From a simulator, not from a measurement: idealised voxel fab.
process module | voxel double patterning
cross-section cut | 165 nm wide | cells 5 nm
A cross-section is a grid of square cells, given in bands from the top down. A band is one or more rows of cells.
Each band's line starts with the height of the band's top and of its bottom, in nm. Then come its materials from left to right, each with its width in nm. One material with "throughout" fills the band from edge to edge. "air" is empty space.
Height 0 is the level under which the wafer as received is all one material. The lowest band goes on downwards, as in "0 down".
A width such as "30 to 40" changes by the same amount from each row of cells to the next, from the band's top row to its bottom row.
"no change" after a step means that no cell of the cross-section changed.
closed voids: empty space of 8 cells or more with no open way to the top, each as width x height at its distance from the left edge, in nm
after a step's settings: what the simulator itself notes on the step
overlay nm, on a step with a mask: how far to the right of its planned place the mask lay; to the left if negative
plan
1 op RECEIVE | material Si
2 op CONFORMAL_DEP | material SiO2 | thk nm 10
3 op DIRECTIONAL_DEP | material TiN | thk nm 20
4 op DIRECTIONAL_DEP | material SiCN | thk nm 5
5 op DIRECTIONAL_DEP | material aC | thk nm 15
6 op PATTERN | tone open | mask id FIRST | material resist | width nm 15 | pitch nm 50 | thk nm 35 | overlay nm 0
7 op DIRECTIONAL_ETCH | etch materials aC | depth nm 15
8 op STRIP | etch materials resist
9 op DIRECTIONAL_ETCH | etch materials SiCN | depth nm 5
10 op STRIP | etch materials aC
11 op PATTERN | tone open | mask id SECOND | material resist | width nm 15 | pitch nm 50 | thk nm 20 | overlay nm 0
12 op DIRECTIONAL_ETCH | etch materials SiCN | depth nm 5
13 op STRIP | etch materials resist
14 op DIRECTIONAL_ETCH | etch materials TiN | depth nm 20
15 op STRIP | etch materials SiCN
first wafer, as planned
as received, after step 1
  0 down: Si throughout
  closed voids: none
after step 2
  10 to 0: SiO2 throughout
  below 0: unchanged
after step 3
  30 to 10: TiN throughout
  below 10: unchanged
after step 4
  35 to 30: SiCN throughout
  below 30: unchanged
after step 5
  50 to 35: aC throughout
  below 35: unchanged
after step 6
  85 to 50: resist 25 | air 15 | resist 35 | air 15 | resist 35 | air 15 | resist 25
  below 50: unchanged
after step 7
  70 to 50: resist 25 | air 15 | resist 35 | air 15 | resist 35 | air 15 | resist 25
  50 to 35: aC 25 | air 15 | aC 35 | air 15 | aC 35 | air 15 | aC 25
  below 35: unchanged
after step 8
  50 to 35: aC 25 | air 15 | aC 35 | air 15 | aC 35 | air 15 | aC 25
  below 35: unchanged
after step 9
  50 to 35: aC 25 | air 15 | aC 35 | air 15 | aC 35 | air 15 | aC 25
  35 to 30: SiCN 25 | air 15 | SiCN 35 | air 15 | SiCN 35 | air 15 | SiCN 25
  below 30: unchanged
after step 10
  35 to 30: SiCN 25 | air 15 | SiCN 35 | air 15 | SiCN 35 | air 15 | SiCN 25
  below 30: unchanged
after step 11
  55 to 35: resist 50 | air 15 | resist 35 | air 15 | resist 50
  35 to 30: SiCN 25 | resist 15 | SiCN 35 | resist 15 | SiCN 35 | resist 15 | SiCN 25
  below 30: unchanged
after step 12
  55 to 35: resist 50 | air 15 | resist 35 | air 15 | resist 50
  35 to 30: SiCN 25 | resist 15 | SiCN 10 | air 15 | SiCN 10 | resist 15 | SiCN 10 | air 15 | SiCN 10 | resist 15 | SiCN 25
  below 30: unchanged
after step 13
  35 to 30: SiCN 25 | air 15 | SiCN 10 | air 15 | SiCN 10 | air 15 | SiCN 10 | air 15 | SiCN 10 | air 15 | SiCN 25
  below 30: unchanged
after step 14
  35 to 30: SiCN 25 | air 15 | SiCN 10 | air 15 | SiCN 10 | air 15 | SiCN 10 | air 15 | SiCN 10 | air 15 | SiCN 25
  30 to 10: TiN 25 | air 15 | TiN 10 | air 15 | TiN 10 | air 15 | TiN 10 | air 15 | TiN 10 | air 15 | TiN 25
  below 10: unchanged
after step 15
  30 to 10: TiN 25 | air 15 | TiN 10 | air 15 | TiN 10 | air 15 | TiN 10 | air 15 | TiN 10 | air 15 | TiN 25
  below 10: unchanged
second wafer: like start, like plan, one mistake. Through step 1 it matches the first wafer
when step 2 should have ended: no change
when step 3 should have ended
  20 to 0: TiN throughout
  below 0: unchanged
when step 4 should have ended
  25 to 20: SiCN throughout
  below 20: unchanged
when step 5 should have ended
  40 to 25: aC throughout
  below 25: unchanged
when step 6 should have ended
  75 to 40: resist 25 | air 15 | resist 35 | air 15 | resist 35 | air 15 | resist 25
  below 40: unchanged
when step 7 should have ended
  60 to 40: resist 25 | air 15 | resist 35 | air 15 | resist 35 | air 15 | resist 25
  40 to 25: aC 25 | air 15 | aC 35 | air 15 | aC 35 | air 15 | aC 25
  below 25: unchanged
when step 8 should have ended
  40 to 25: aC 25 | air 15 | aC 35 | air 15 | aC 35 | air 15 | aC 25
  below 25: unchanged
when step 9 should have ended
  40 to 25: aC 25 | air 15 | aC 35 | air 15 | aC 35 | air 15 | aC 25
  25 to 20: SiCN 25 | air 15 | SiCN 35 | air 15 | SiCN 35 | air 15 | SiCN 25
  below 20: unchanged
when step 10 should have ended
  25 to 20: SiCN 25 | air 15 | SiCN 35 | air 15 | SiCN 35 | air 15 | SiCN 25
  below 20: unchanged
when step 11 should have ended
  45 to 25: resist 50 | air 15 | resist 35 | air 15 | resist 50
  25 to 20: SiCN 25 | resist 15 | SiCN 35 | resist 15 | SiCN 35 | resist 15 | SiCN 25
  below 20: unchanged
when step 12 should have ended
  45 to 25: resist 50 | air 15 | resist 35 | air 15 | resist 50
  25 to 20: SiCN 25 | resist 15 | SiCN 10 | air 15 | SiCN 10 | resist 15 | SiCN 10 | air 15 | SiCN 10 | resist 15 | SiCN 25
  below 20: unchanged
when step 13 should have ended
  25 to 20: SiCN 25 | air 15 | SiCN 10 | air 15 | SiCN 10 | air 15 | SiCN 10 | air 15 | SiCN 10 | air 15 | SiCN 25
  below 20: unchanged
when step 14 should have ended
  25 to 20: SiCN 25 | air 15 | SiCN 10 | air 15 | SiCN 10 | air 15 | SiCN 10 | air 15 | SiCN 10 | air 15 | SiCN 25
  20 to 0: TiN 25 | air 15 | TiN 10 | air 15 | TiN 10 | air 15 | TiN 10 | air 15 | TiN 10 | air 15 | TiN 25
  below 0: unchanged
when step 15 should have ended
  20 to 0: TiN 25 | air 15 | TiN 10 | air 15 | TiN 10 | air 15 | TiN 10 | air 15 | TiN 10 | air 15 | TiN 25
  below 0: unchanged
what went wrong: step 2 was left out
at the end the second wafer has, in cells: 66 fewer of SiO2
